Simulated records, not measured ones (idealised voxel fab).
process module | voxel released beams
cross-section cut | 280 nm wide | cells 5 nm
A cross-section is a grid of square cells, given in bands from the top down. A band is one or more rows of cells.
Each band's line starts with the height of the band's top and of its bottom, in nm. Then come its materials from left to right, each with its width in nm. One material with "throughout" fills the band from edge to edge. "air" is empty space.
Height 0 is the level under which the wafer as received is all one material. The lowest band goes on downwards, as in "0 down".
A width such as "30 to 40" changes by the same amount from each row of cells to the next, from the band's top row to its bottom row.
"no change" after a step means that no cell of the cross-section changed.
closed voids: empty space of 8 cells or more with no open way to the top, each as width x height at its distance from the left edge, in nm
after a step's settings: what the simulator itself notes on the step
overlay nm, on a step with a mask: how far to the right of its planned place the mask lay; to the left if negative
plan
1 op RECEIVE | material Si
2 op CONFORMAL_DEP | material Al2O3 | thk nm 10
3 op DIRECTIONAL_DEP | material SiO2 | thk nm 20
4 op PATTERN | tone open | mask id ANCHOR | material resist | width nm 25 | thk nm 20 | overlay nm 0
5 op DIRECTIONAL_ETCH | etch materials SiO2 | depth nm 20
6 op STRIP | etch materials resist
7 op CONFORMAL_DEP | material SiN | thk nm 10
8 op DIRECTIONAL_DEP | material aC | thk nm 10
9 op PATTERN | tone cover | mask id BEAM | material resist | width nm 70 | thk nm 30 | overlay nm 0
10 op DIRECTIONAL_ETCH | etch materials aC | depth nm 10
11 op STRIP | etch materials resist
12 op DIRECTIONAL_ETCH | etch materials SiN | depth nm 10
13 op STRIP | etch materials aC
14 op STRIP | etch materials SiO2
as received, after step 1
  0 down: Si throughout
  closed voids: none
a wafer at the end: this start, this plan, one mistake
  40 to 30: air 100 | SiN 40 | air 140
  30 to 20: air 95 | SiN 10 | SiO2 25 | SiN 10 | air 140
  20 to 10: air 95 | SiN 10 | SiO2 25 | SiN 40 | air 110
  10 to 0: Al2O3 throughout
  0 down: Si throughout
  closed voids: none
what went wrong: step 4 ran as: op PATTERN | tone cover | mask id ANCHOR | material resist | width nm 25 | thk nm 20 | overlay nm 0
